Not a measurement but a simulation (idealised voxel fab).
Title: Process Module voxel transistor to metal
Cross-section cut: width 210 nm, square cells of 5 nm.
Notation: cross-section as square-cell grid; stated in bands, top first, going down; one or more cell rows per band.
Each band's line starts with the height of the band's top and of its bottom, in nm. Then come its materials from left to right, each with its width in nm. One material with "throughout" fills the band from edge to edge. "air" is empty space.
Measure heights from 0. That's the level where, below it, the as-received wafer is all one material. The lowest band is bottomless and extends downward; write it as in "top 0, no bottom".
Note: "30 to 40" means the width goes from the first number (top row of the band) to the second number (bottom row) in equal steps per row of cells.
The designation "same as before", where it is given for a processing step, indicates that no cell of the cross-section was altered in the course of that step.
Each empty space that has no open way to the top and spans at least 8 cells appears under "Closed empty spaces" as width x height at distance, the distance counted from the left edge, all in nm.
after a step's settings: what the simulator itself notes on the step
overlay nm: mask right of planned place by this much (step with mask). Neg. = left.
Pairs, read this way: before one process step on the one hand, after it on the other, the after cross-section ending at the lowest band that changed; the step between, settings included, beneath. Same starting wafer throughout, but possibly different runs of this module, so no pair continues from the pair above unless its entry headed "Before the process" says so.

## Before the process
  top 85, bottom 60 | resist 55 nm | air 15 nm | resist 60 nm | air 15 nm | resist 65 nm
  top 60, bottom 50 | aC throughout
  top 50, bottom 40 | SiO2 throughout
  top 40, bottom 30 | SiO2 85 nm | SiN 5 nm | SiO2 5 nm | SiCN 20 nm | SiO2 5 nm | SiN 5 nm | SiO2 85 nm
  top 30, bottom 15 | SiO2 85 nm | SiN 5 nm | SiO2 5 nm | polySi 20 nm | SiO2 5 nm | SiN 5 nm | SiO2 85 nm
  top 15, bottom 0 | SiO2 65 nm | nSi 20 nm | SiN 5 nm | SiO2 5 nm | polySi 20 nm | SiO2 5 nm | SiN 5 nm | nSi 20 nm | SiO2 65 nm
  top 0, bottom -5 | SiO2 55 nm | nSi 30 nm | SiO2 40 nm | nSi 30 nm | SiO2 55 nm
  top -5, bottom -20 | SiO2 60 nm | nSi 25 nm | Si 40 nm | nSi 25 nm | SiO2 60 nm
  top -20, bottom -30 | SiO2 60 nm | Si 90 nm | SiO2 60 nm
  top -30, no bottom | Si throughout
  Closed empty spaces: none

## Resulting Structure
  top 75, bottom 60 | resist 55 nm | air 15 nm | resist 60 nm | air 15 nm | resist 65 nm
  top 60, bottom 50 | aC 55 nm | air 15 nm | aC 60 nm | air 15 nm | aC 65 nm
  Below 50 it's all the same as before, nothing changed down there.
  Closed empty spaces: none
Step sandwiched between the two cross-sections above: DIRECTIONAL_ETCH | etch materials aC | depth nm 10

Before the process: same picture as after in the pair right above, so we don't repeat it.

## Resulting Structure
  top 60, bottom 50 | aC 55 nm | air 15 nm | aC 60 nm | air 15 nm | aC 65 nm
  Below 50 it's all the same as before, nothing changed down there.
  Closed empty spaces: none
Step sandwiched between the two cross-sections above: STRIP | etch materials resist

Before the process: same picture as after in the pair right above, so we don't repeat it.

## Resulting Structure
  top 60, bottom 50 | aC 55 nm | air 15 nm | aC 60 nm | air 15 nm | aC 65 nm
  top 50, bottom 40 | SiO2 55 nm | air 15 nm | SiO2 60 nm | air 15 nm | SiO2 65 nm
  top 40, bottom 30 | SiO2 55 nm | air 15 nm | SiO2 15 nm | SiN 5 nm | SiO2 5 nm | SiCN 20 nm | SiO2 5 nm | SiN 5 nm | SiO2 5 nm | air 15 nm | SiO2 65 nm
  top 30, bottom 15 | SiO2 55 nm | air 15 nm | SiO2 15 nm | SiN 5 nm | SiO2 5 nm | polySi 20 nm | SiO2 5 nm | SiN 5 nm | SiO2 5 nm | air 15 nm | SiO2 65 nm
  top 15, bottom 0 | SiO2 55 nm | air 10 nm | nSi 20 nm | SiN 5 nm | SiO2 5 nm | polySi 20 nm | SiO2 5 nm | SiN 5 nm | nSi 20 nm | SiO2 65 nm
  Below 0 it's all the same as before, nothing changed down there.
  Closed empty spaces: none
Step sandwiched between the two cross-sections above: DIRECTIONAL_ETCH | etch materials SiO2 | depth nm 50

Before the process: same picture as after in the pair right above, so we don't repeat it.

## Resulting Structure
  top 50, bottom 40 | SiO2 55 nm | air 15 nm | SiO2 60 nm | air 15 nm | SiO2 65 nm
  Below 40 it's all the same as before, nothing changed down there.
  Closed empty spaces: none
Step sandwiched between the two cross-sections above: STRIP | etch materials aC

Before the process: same picture as after in the pair right above, so we don't repeat it.

## Resulting Structure
  top 55, bottom 50 | TiN 60 nm | air 5 nm | TiN 70 nm | air 5 nm | TiN 70 nm
  top 50, bottom 40 | SiO2 55 nm | TiN 5 nm | air 5 nm | TiN 5 nm | SiO2 60 nm | TiN 5 nm | air 5 nm | TiN 5 nm | SiO2 65 nm
  top 40, bottom 30 | SiO2 55 nm | TiN 5 nm | air 5 nm | TiN 5 nm | SiO2 15 nm | SiN 5 nm | SiO2 5 nm | SiCN 20 nm | SiO2 5 nm | SiN 5 nm | SiO2 5 nm | TiN 5 nm | air 5 nm | TiN 5 nm | SiO2 65 nm
  top 30, bottom 20 | SiO2 55 nm | TiN 5 nm | air 5 nm | TiN 5 nm | SiO2 15 nm | SiN 5 nm | SiO2 5 nm | polySi 20 nm | SiO2 5 nm | SiN 5 nm | SiO2 5 nm | TiN 5 nm | air 5 nm | TiN 5 nm | SiO2 65 nm
  top 20, bottom 15 | SiO2 55 nm | TiN 15 nm | SiO2 15 nm | SiN 5 nm | SiO2 5 nm | polySi 20 nm | SiO2 5 nm | SiN 5 nm | SiO2 5 nm | TiN 15 nm | SiO2 65 nm
  top 15, bottom 0 | SiO2 55 nm | TiN 10 nm | nSi 20 nm | SiN 5 nm | SiO2 5 nm | polySi 20 nm | SiO2 5 nm | SiN 5 nm | nSi 20 nm | SiO2 65 nm
  Below 0 it's all the same as before, nothing changed down there.
  Closed empty spaces: none
Step sandwiched between the two cross-sections above: CONFORMAL_DEP | material TiN | thk nm 5

Before the process: same picture as after in the pair right above, so we don't repeat it.

## Resulting Structure
  top 60, bottom 55 | Ru throughout
  top 55, bottom 50 | TiN 60 nm | Ru 5 nm | TiN 70 nm | Ru 5 nm | TiN 70 nm
  top 50, bottom 40 | SiO2 55 nm | TiN 5 nm | Ru 5 nm | TiN 5 nm | SiO2 60 nm | TiN 5 nm | Ru 5 nm | TiN 5 nm | SiO2 65 nm
  top 40, bottom 30 | SiO2 55 nm | TiN 5 nm | Ru 5 nm | TiN 5 nm | SiO2 15 nm | SiN 5 nm | SiO2 5 nm | SiCN 20 nm | SiO2 5 nm | SiN 5 nm | SiO2 5 nm | TiN 5 nm | Ru 5 nm | TiN 5 nm | SiO2 65 nm
  top 30, bottom 20 | SiO2 55 nm | TiN 5 nm | Ru 5 nm | TiN 5 nm | SiO2 15 nm | SiN 5 nm | SiO2 5 nm | polySi 20 nm | SiO2 5 nm | SiN 5 nm | SiO2 5 nm | TiN 5 nm | Ru 5 nm | TiN 5 nm | SiO2 65 nm
  Below 20 it's all the same as before, nothing changed down there.
  Closed empty spaces: none
Step sandwiched between the two cross-sections above: FILL_DEP | material Ru | thk nm 5

Before the process: same picture as after in the pair right above, so we don't repeat it.

## Resulting Structure
  top 50, bottom 40 | SiO2 55 nm | TiN 5 nm | Ru 5 nm | TiN 5 nm | SiO2 60 nm | TiN 5 nm | Ru 5 nm | TiN 5 nm | SiO2 65 nm
  Below 40 it's all the same as before, nothing changed down there.
  Closed empty spaces: none
Step sandwiched between the two cross-sections above: CMP | height nm 50

Before the process: same picture as after in the pair right above, so we don't repeat it.

## Resulting Structure
  top 55, bottom 50 | SiCN throughout
  Below 50 it's all the same as before, nothing changed down there.
  Closed empty spaces: none
Step sandwiched between the two cross-sections above: CONFORMAL_DEP | material SiCN | thk nm 5

Before the process: same picture as after in the pair right above, so we don't repeat it.

## Resulting Structure
  top 75, bottom 55 | lowk throughout
  Below 55 it's all the same as before, nothing changed down there.
  Closed empty spaces: none
Step sandwiched between the two cross-sections above: DIRECTIONAL_DEP | material lowk | thk nm 20

Before the process: same picture as after in the pair right above, so we don't repeat it.

## Resulting Structure
  top 75, bottom 55 | lowk 60 nm | air 15 nm | lowk 60 nm | air 15 nm | lowk 60 nm
  Below 55 it's all the same as before, nothing changed down there.
  Closed empty spaces: none
Step sandwiched between the two cross-sections above: MASKED_ETCH | tone open | mask id METAL_1 | width nm 15 | pitch nm 75 | etch materials lowk | depth nm 20 | overlay nm 0

Before the process: same picture as after in the pair right above, so we don't repeat it.

## Resulting Structure
  top 75, bottom 55 | lowk 60 nm | air 15 nm | lowk 60 nm | air 15 nm | lowk 60 nm
  top 55, bottom 50 | SiCN 60 nm | air 15 nm | SiCN 60 nm | air 15 nm | SiCN 60 nm
  Below 50 it's all the same as before, nothing changed down there.
  Closed empty spaces: none
Step sandwiched between the two cross-sections above: MASKED_ETCH | tone open | mask id METAL_1 | width nm 15 | pitch nm 75 | etch materials SiCN | depth nm 5 | overlay nm 0

Before the process: same picture as after in the pair right above, so we don't repeat it.

## Resulting Structure
  top 80, bottom 75 | TiN 65 nm | air 5 nm | TiN 70 nm | air 5 nm | TiN 65 nm
  top 75, bottom 55 | lowk 60 nm | TiN 5 nm | air 5 nm | TiN 5 nm | lowk 60 nm | TiN 5 nm | air 5 nm | TiN 5 nm | lowk 60 nm
  top 55, bottom 50 | SiCN 60 nm | TiN 15 nm | SiCN 60 nm | TiN 15 nm | SiCN 60 nm
  Below 50 it's all the same as before, nothing changed down there.
  Closed empty spaces: none
Step sandwiched between the two cross-sections above: CONFORMAL_DEP | material TiN | thk nm 5

Before the process: same picture as after in the pair right above, so we don't repeat it.

## Resulting Structure
  top 85, bottom 80 | Cu throughout
  top 80, bottom 75 | TiN 65 nm | Cu 5 nm | TiN 70 nm | Cu 5 nm | TiN 65 nm
  top 75, bottom 55 | lowk 60 nm | TiN 5 nm | Cu 5 nm | TiN 5 nm | lowk 60 nm | TiN 5 nm | Cu 5 nm | TiN 5 nm | lowk 60 nm
  Below 55 it's all the same as before, nothing changed down there.
  Closed empty spaces: none
Step sandwiched between the two cross-sections above: FILL_DEP | material Cu | thk nm 5

Before the process: same picture as after in the pair right above, so we don't repeat it.

## Resulting Structure
  top 75, bottom 55 | lowk 60 nm | TiN 5 nm | Cu 5 nm | TiN 5 nm | lowk 60 nm | TiN 5 nm | Cu 5 nm | TiN 5 nm | lowk 60 nm
  Below 55 it's all the same as before, nothing changed down there.
  Closed empty spaces: none
Step sandwiched between the two cross-sections above: CMP | height nm 75

Before the process: same picture as after in the pair right above, so we don't repeat it.

## Resulting Structure
  top 80, bottom 75 | SiCN throughout
  Below 75 it's all the same as before, nothing changed down there.
  Closed empty spaces: none
Step sandwiched between the two cross-sections above: CONFORMAL_DEP | material SiCN | thk nm 5

## Before the process
  top 55, bottom 50 | TiN 65 nm | air 5 nm | TiN 70 nm | air 5 nm | TiN 65 nm
  top 50, bottom 40 | SiO2 60 nm | TiN 5 nm | air 5 nm | TiN 5 nm | SiO2 60 nm | TiN 5 nm | air 5 nm | TiN 5 nm | SiO2 60 nm
  top 40, bottom 30 | SiO2 60 nm | TiN 5 nm | air 5 nm | TiN 5 nm | SiO2 10 nm | SiN 5 nm | SiO2 5 nm | SiCN 20 nm | SiO2 5 nm | SiN 5 nm | SiO2 10 nm | TiN 5 nm | air 5 nm | TiN 5 nm | SiO2 60 nm
  top 30, bottom 20 | SiO2 60 nm | TiN 5 nm | air 5 nm | TiN 5 nm | SiO2 10 nm | SiN 5 nm | SiO2 5 nm | polySi 20 nm | SiO2 5 nm | SiN 5 nm | SiO2 10 nm | TiN 5 nm | air 5 nm | TiN 5 nm | SiO2 60 nm
  top 20, bottom 15 | SiO2 60 nm | TiN 15 nm | SiO2 10 nm | SiN 5 nm | SiO2 5 nm | polySi 20 nm | SiO2 5 nm | SiN 5 nm | SiO2 10 nm | TiN 15 nm | SiO2 60 nm
  top 15, bottom 0 | SiO2 60 nm | TiN 5 nm | nSi 20 nm | SiN 5 nm | SiO2 5 nm | polySi 20 nm | SiO2 5 nm | SiN 5 nm | nSi 20 nm | TiN 5 nm | SiO2 60 nm
  top 0, bottom -5 | SiO2 55 nm | nSi 30 nm | SiO2 40 nm | nSi 30 nm | SiO2 55 nm
  top -5, bottom -20 | SiO2 60 nm | nSi 25 nm | Si 40 nm | nSi 25 nm | SiO2 60 nm
  top -20, bottom -30 | SiO2 60 nm | Si 90 nm | SiO2 60 nm
  top -30, no bottom | Si throughout
  Closed empty spaces: none

## Resulting Structure
  top 60, bottom 55 | aC throughout
  top 55, bottom 50 | TiN 65 nm | aC 5 nm | TiN 70 nm | aC 5 nm | TiN 65 nm
  top 50, bottom 40 | SiO2 60 nm | TiN 5 nm | aC 5 nm | TiN 5 nm | SiO2 60 nm | TiN 5 nm | aC 5 nm | TiN 5 nm | SiO2 60 nm
  top 40, bottom 30 | SiO2 60 nm | TiN 5 nm | aC 5 nm | TiN 5 nm | SiO2 10 nm | SiN 5 nm | SiO2 5 nm | SiCN 20 nm | SiO2 5 nm | SiN 5 nm | SiO2 10 nm | TiN 5 nm | aC 5 nm | TiN 5 nm | SiO2 60 nm
  top 30, bottom 20 | SiO2 60 nm | TiN 5 nm | aC 5 nm | TiN 5 nm | SiO2 10 nm | SiN 5 nm | SiO2 5 nm | polySi 20 nm | SiO2 5 nm | SiN 5 nm | SiO2 10 nm | TiN 5 nm | aC 5 nm | TiN 5 nm | SiO2 60 nm
  Below 20 it's all the same as before, nothing changed down there.
  Closed empty spaces: none
Step sandwiched between the two cross-sections above: FILL_DEP | material aC | thk nm 5

Before the process: same picture as after in the pair right above, so we don't repeat it.

## Resulting Structure
  top 50, bottom 40 | SiO2 60 nm | TiN 5 nm | aC 5 nm | TiN 5 nm | SiO2 60 nm | TiN 5 nm | aC 5 nm | TiN 5 nm | SiO2 60 nm
  Below 40 it's all the same as before, nothing changed down there.
  Closed empty spaces: none
Step sandwiched between the two cross-sections above: CMP | height nm 50

Before the process: same picture as after in the pair right above, so we don't repeat it.

## Resulting Structure
  top 55, bottom 50 | SiCN throughout
  Below 50 it's all the same as before, nothing changed down there.
  Closed empty spaces: none
Step sandwiched between the two cross-sections above: CONFORMAL_DEP | material SiCN | thk nm 5

Before the process: same picture as after in the pair right above, so we don't repeat it.

## Resulting Structure
  top 75, bottom 55 | lowk throughout
  Below 55 it's all the same as before, nothing changed down there.
  Closed empty spaces: none
Step sandwiched between the two cross-sections above: DIRECTIONAL_DEP | material lowk | thk nm 20

Before the process: same picture as after in the pair right above, so we don't repeat it.

## Resulting Structure
  top 75, bottom 55 | lowk 60 nm | air 15 nm | lowk 60 nm | air 15 nm | lowk 60 nm
  Below 55 it's all the same as before, nothing changed down there.
  Closed empty spaces: none
Step sandwiched between the two cross-sections above: MASKED_ETCH | tone open | mask id METAL_1 | width nm 15 | pitch nm 75 | etch materials lowk | depth nm 20 | overlay nm 0

Before the process: same picture as after in the pair right above, so we don't repeat it.

## Resulting Structure
  top 75, bottom 55 | lowk 60 nm | air 15 nm | lowk 60 nm | air 15 nm | lowk 60 nm
  top 55, bottom 50 | SiCN 60 nm | air 15 nm | SiCN 60 nm | air 15 nm | SiCN 60 nm
  Below 50 it's all the same as before, nothing changed down there.
  Closed empty spaces: none
Step sandwiched between the two cross-sections above: MASKED_ETCH | tone open | mask id METAL_1 | width nm 15 | pitch nm 75 | etch materials SiCN | depth nm 5 | overlay nm 0

Before the process: same picture as after in the pair right above, so we don't repeat it.

## Resulting Structure
  top 80, bottom 75 | TiN 65 nm | air 5 nm | TiN 70 nm | air 5 nm | TiN 65 nm
  top 75, bottom 55 | lowk 60 nm | TiN 5 nm | air 5 nm | TiN 5 nm | lowk 60 nm | TiN 5 nm | air 5 nm | TiN 5 nm | lowk 60 nm
  top 55, bottom 50 | SiCN 60 nm | TiN 15 nm | SiCN 60 nm | TiN 15 nm | SiCN 60 nm
  Below 50 it's all the same as before, nothing changed down there.
  Closed empty spaces: none
Step sandwiched between the two cross-sections above: CONFORMAL_DEP | material TiN | thk nm 5

Before the process: same picture as after in the pair right above, so we don't repeat it.

## Resulting Structure
  top 85, bottom 80 | Cu throughout
  top 80, bottom 75 | TiN 65 nm | Cu 5 nm | TiN 70 nm | Cu 5 nm | TiN 65 nm
  top 75, bottom 55 | lowk 60 nm | TiN 5 nm | Cu 5 nm | TiN 5 nm | lowk 60 nm | TiN 5 nm | Cu 5 nm | TiN 5 nm | lowk 60 nm
  Below 55 it's all the same as before, nothing changed down there.
  Closed empty spaces: none
Step sandwiched between the two cross-sections above: FILL_DEP | material Cu | thk nm 5

Before the process: same picture as after in the pair right above, so we don't repeat it.

## Resulting Structure
  top 75, bottom 55 | lowk 60 nm | TiN 5 nm | Cu 5 nm | TiN 5 nm | lowk 60 nm | TiN 5 nm | Cu 5 nm | TiN 5 nm | lowk 60 nm
  Below 55 it's all the same as before, nothing changed down there.
  Closed empty spaces: none
Step sandwiched between the two cross-sections above: CMP | height nm 75

Before the process: same picture as after in the pair right above, so we don't repeat it.

## Resulting Structure
  top 80, bottom 75 | SiCN throughout
  Below 75 it's all the same as before, nothing changed down there.
  Closed empty spaces: none
Step sandwiched between the two cross-sections above: CONFORMAL_DEP | material SiCN | thk nm 5

## Before the process
  top 40, bottom 30 | SiCN throughout
  top 30, bottom 0 | polySi throughout
  top 0, bottom -5 | SiO2 throughout
  top -5, bottom -30 | SiO2 60 nm | Si 90 nm | SiO2 60 nm
  top -30, no bottom | Si throughout
  Closed empty spaces: none

## Resulting Structure
  top 40, bottom 30 | SiCN 95 nm | air 20 nm | SiCN 95 nm
  Below 30 it's all the same as before, nothing changed down there.
  Closed empty spaces: none
Step sandwiched between the two cross-sections above: MASKED_ETCH | tone open | mask id GATE | width nm 20 | etch materials SiCN | depth nm 20 | overlay nm 0

Before the process: same picture as after in the pair right above, so we don't repeat it.

## Resulting Structure
  top 45, bottom 40 | SiO2 100 nm | air 10 nm | SiO2 100 nm
  top 40, bottom 35 | SiCN 95 nm | SiO2 5 nm | air 10 nm | SiO2 5 nm | SiCN 95 nm
  top 35, bottom 30 | SiCN 95 nm | SiO2 20 nm | SiCN 95 nm
  Below 30 it's all the same as before, nothing changed down there.
  Closed empty spaces: none
Step sandwiched between the two cross-sections above: CONFORMAL_DEP | material SiO2 | thk nm 5

Before the process: same picture as after in the pair right above, so we don't repeat it.

## Resulting Structure
  top 40, bottom 30 | SiCN 95 nm | SiO2 5 nm | air 10 nm | SiO2 5 nm | SiCN 95 nm
  Below 30 it's all the same as before, nothing changed down there.
  Closed empty spaces: none
Step sandwiched between the two cross-sections above: DIRECTIONAL_ETCH | etch materials SiO2 | depth nm 5

Before the process: same picture as after in the pair right above, so we don't repeat it.

## Resulting Structure
  top 45, bottom 40 | SiN throughout
  top 40, bottom 30 | SiCN 95 nm | SiO2 5 nm | SiN 10 nm | SiO2 5 nm | SiCN 95 nm
  Below 30 it's all the same as before, nothing changed down there.
  Closed empty spaces: none
Step sandwiched between the two cross-sections above: CONFORMAL_DEP | material SiN | thk nm 5

Before the process: same picture as after in the pair right above, so we don't repeat it.

## Resulting Structure
  top 40, bottom 30 | SiCN 95 nm | SiO2 5 nm | SiN 10 nm | SiO2 5 nm | SiCN 95 nm
  Below 30 it's all the same as before, nothing changed down there.
  Closed empty spaces: none
Step sandwiched between the two cross-sections above: DIRECTIONAL_ETCH | etch materials SiN | depth nm 5

Before the process: same picture as after in the pair right above, so we don't repeat it.

## Resulting Structure
  top 40, bottom 35 | SiCN 95 nm | air 5 nm | SiN 10 nm | air 5 nm | SiCN 95 nm
  Below 35 it's all the same as before, nothing changed down there.
  Closed empty spaces: none
Step sandwiched between the two cross-sections above: DIRECTIONAL_ETCH | etch materials SiO2 | depth nm 5

Before the process: same picture as after in the pair right above, so we don't repeat it.

## Resulting Structure
  top 45, bottom 40 | SiO2 throughout
  top 40, bottom 30 | SiCN 95 nm | SiO2 5 nm | SiN 10 nm | SiO2 5 nm | SiCN 95 nm
  Below 30 it's all the same as before, nothing changed down there.
  Closed empty spaces: none
Step sandwiched between the two cross-sections above: FILL_DEP | material SiO2 | thk nm 5

Before the process: same picture as after in the pair right above, so we don't repeat it.

## Resulting Structure
  top 40, bottom 30 | SiCN 95 nm | SiO2 5 nm | SiN 10 nm | SiO2 5 nm | SiCN 95 nm
  Below 30 it's all the same as before, nothing changed down there.
  Closed empty spaces: none
Step sandwiched between the two cross-sections above: CMP | height nm 40

Before the process: same picture as after in the pair right above, so we don't repeat it.

## Resulting Structure
  top 50, bottom 40 | SiO2 throughout
  Below 40 it's all the same as before, nothing changed down there.
  Closed empty spaces: none
Step sandwiched between the two cross-sections above: DIRECTIONAL_DEP | material SiO2 | thk nm 10

Before the process: same picture as after in the pair right above, so we don't repeat it.

## Resulting Structure
  top 60, bottom 50 | aC throughout
  Below 50 it's all the same as before, nothing changed down there.
  Closed empty spaces: none
Step sandwiched between the two cross-sections above: DIRECTIONAL_DEP | material aC | thk nm 10

Before the process: same picture as after in the pair right above, so we don't repeat it.

## Resulting Structure
  top 85, bottom 60 | resist 60 nm | air 15 nm | resist 60 nm | air 15 nm | resist 60 nm
  Below 60 it's all the same as before, nothing changed down there.
  Closed empty spaces: none
Step sandwiched between the two cross-sections above: PATTERN | tone open | mask id CONTACT | material resist | width nm 15 | pitch nm 75 | thk nm 25 | overlay nm 0

Before the process: same picture as after in the pair right above, so we don't repeat it.

## Resulting Structure
  top 75, bottom 60 | resist 60 nm | air 15 nm | resist 60 nm | air 15 nm | resist 60 nm
  top 60, bottom 50 | aC 60 nm | air 15 nm | aC 60 nm | air 15 nm | aC 60 nm
  Below 50 it's all the same as before, nothing changed down there.
  Closed empty spaces: none
Step sandwiched between the two cross-sections above: DIRECTIONAL_ETCH | etch materials aC | depth nm 10

Before the process: same picture as after in the pair right above, so we don't repeat it.

## Resulting Structure
  top 60, bottom 50 | aC 60 nm | air 15 nm | aC 60 nm | air 15 nm | aC 60 nm
  Below 50 it's all the same as before, nothing changed down there.
  Closed empty spaces: none
Step sandwiched between the two cross-sections above: STRIP | etch materials resist

Before the process: same picture as after in the pair right above, so we don't repeat it.

## Resulting Structure
  top 60, bottom 50 | aC 60 nm | air 15 nm | aC 60 nm | air 15 nm | aC 60 nm
  top 50, bottom 40 | SiO2 60 nm | air 15 nm | SiO2 60 nm | air 15 nm | SiO2 60 nm
  Below 40 it's all the same as before, nothing changed down there.
  Closed empty spaces: none
Step sandwiched between the two cross-sections above: DIRECTIONAL_ETCH | etch materials SiO2 | depth nm 50

Before the process: same picture as after in the pair right above, so we don't repeat it.

## Resulting Structure
  top 50, bottom 40 | SiO2 60 nm | air 15 nm | SiO2 60 nm | air 15 nm | SiO2 60 nm
  Below 40 it's all the same as before, nothing changed down there.
  Closed empty spaces: none
Step sandwiched between the two cross-sections above: STRIP | etch materials aC

Before the process: same picture as after in the pair right above, so we don't repeat it.

## Resulting Structure
  top 55, bottom 50 | TiN 65 nm | air 5 nm | TiN 70 nm | air 5 nm | TiN 65 nm
  top 50, bottom 45 | SiO2 60 nm | TiN 5 nm | air 5 nm | TiN 5 nm | SiO2 60 nm | TiN 5 nm | air 5 nm | TiN 5 nm | SiO2 60 nm
  top 45, bottom 40 | SiO2 60 nm | TiN 15 nm | SiO2 60 nm | TiN 15 nm | SiO2 60 nm
  Below 40 it's all the same as before, nothing changed down there.
  Closed empty spaces: none
Step sandwiched between the two cross-sections above: CONFORMAL_DEP | material TiN | thk nm 5

Before the process: same picture as after in the pair right above, so we don't repeat it.

## Resulting Structure
  top 60, bottom 55 | Ru throughout
  top 55, bottom 50 | TiN 65 nm | Ru 5 nm | TiN 70 nm | Ru 5 nm | TiN 65 nm
  top 50, bottom 45 | SiO2 60 nm | TiN 5 nm | Ru 5 nm | TiN 5 nm | SiO2 60 nm | TiN 5 nm | Ru 5 nm | TiN 5 nm | SiO2 60 nm
  Below 45 it's all the same as before, nothing changed down there.
  Closed empty spaces: none
Step sandwiched between the two cross-sections above: FILL_DEP | material Ru | thk nm 5

Before the process: same picture as after in the pair right above, so we don't repeat it.

## Resulting Structure
  top 50, bottom 45 | SiO2 60 nm | TiN 5 nm | Ru 5 nm | TiN 5 nm | SiO2 60 nm | TiN 5 nm | Ru 5 nm | TiN 5 nm | SiO2 60 nm
  Below 45 it's all the same as before, nothing changed down there.
  Closed empty spaces: none
Step sandwiched between the two cross-sections above: CMP | height nm 50

Before the process: same picture as after in the pair right above, so we don't repeat it.

## Resulting Structure
  top 55, bottom 50 | SiCN throughout
  Below 50 it's all the same as before, nothing changed down there.
  Closed empty spaces: none
Step sandwiched between the two cross-sections above: CONFORMAL_DEP | material SiCN | thk nm 5

Before the process: same picture as after in the pair right above, so we don't repeat it.

## Resulting Structure
  top 75, bottom 55 | lowk throughout
  Below 55 it's all the same as before, nothing changed down there.
  Closed empty spaces: none
Step sandwiched between the two cross-sections above: DIRECTIONAL_DEP | material lowk | thk nm 20

Before the process: same picture as after in the pair right above, so we don't repeat it.

## Resulting Structure
  top 75, bottom 55 | lowk 60 nm | air 15 nm | lowk 60 nm | air 15 nm | lowk 60 nm
  Below 55 it's all the same as before, nothing changed down there.
  Closed empty spaces: none
Step sandwiched between the two cross-sections above: MASKED_ETCH | tone open | mask id METAL_1 | width nm 15 | pitch nm 75 | etch materials lowk | depth nm 20 | overlay nm 0

Before the process: same picture as after in the pair right above, so we don't repeat it.

## Resulting Structure
  top 75, bottom 55 | lowk 60 nm | air 15 nm | lowk 60 nm | air 15 nm | lowk 60 nm
  top 55, bottom 50 | SiCN 60 nm | air 15 nm | SiCN 60 nm | air 15 nm | SiCN 60 nm
  Below 50 it's all the same as before, nothing changed down there.
  Closed empty spaces: none
Step sandwiched between the two cross-sections above: MASKED_ETCH | tone open | mask id METAL_1 | width nm 15 | pitch nm 75 | etch materials SiCN | depth nm 5 | overlay nm 0

Before the process: same picture as after in the pair right above, so we don't repeat it.

## Resulting Structure
  top 80, bottom 75 | TiN 65 nm | air 5 nm | TiN 70 nm | air 5 nm | TiN 65 nm
  top 75, bottom 55 | lowk 60 nm | TiN 5 nm | air 5 nm | TiN 5 nm | lowk 60 nm | TiN 5 nm | air 5 nm | TiN 5 nm | lowk 60 nm
  top 55, bottom 50 | SiCN 60 nm | TiN 15 nm | SiCN 60 nm | TiN 15 nm | SiCN 60 nm
  Below 50 it's all the same as before, nothing changed down there.
  Closed empty spaces: none
Step sandwiched between the two cross-sections above: CONFORMAL_DEP | material TiN | thk nm 5

Before the process: same picture as after in the pair right above, so we don't repeat it.

## Resulting Structure
  top 85, bottom 80 | Cu throughout
  top 80, bottom 75 | TiN 65 nm | Cu 5 nm | TiN 70 nm | Cu 5 nm | TiN 65 nm
  top 75, bottom 55 | lowk 60 nm | TiN 5 nm | Cu 5 nm | TiN 5 nm | lowk 60 nm | TiN 5 nm | Cu 5 nm | TiN 5 nm | lowk 60 nm
  Below 55 it's all the same as before, nothing changed down there.
  Closed empty spaces: none
Step sandwiched between the two cross-sections above: FILL_DEP | material Cu | thk nm 5

Before the process: same picture as after in the pair right above, so we don't repeat it.

## Resulting Structure
  top 75, bottom 55 | lowk 60 nm | TiN 5 nm | Cu 5 nm | TiN 5 nm | lowk 60 nm | TiN 5 nm | Cu 5 nm | TiN 5 nm | lowk 60 nm
  Below 55 it's all the same as before, nothing changed down there.
  Closed empty spaces: none
Step sandwiched between the two cross-sections above: CMP | height nm 75

Before the process: same picture as after in the pair right above, so we don't repeat it.

## Resulting Structure
  top 80, bottom 75 | SiCN throughout
  Below 75 it's all the same as before, nothing changed down there.
  Closed empty spaces: none
Step sandwiched between the two cross-sections above: CONFORMAL_DEP | material SiCN | thk nm 5
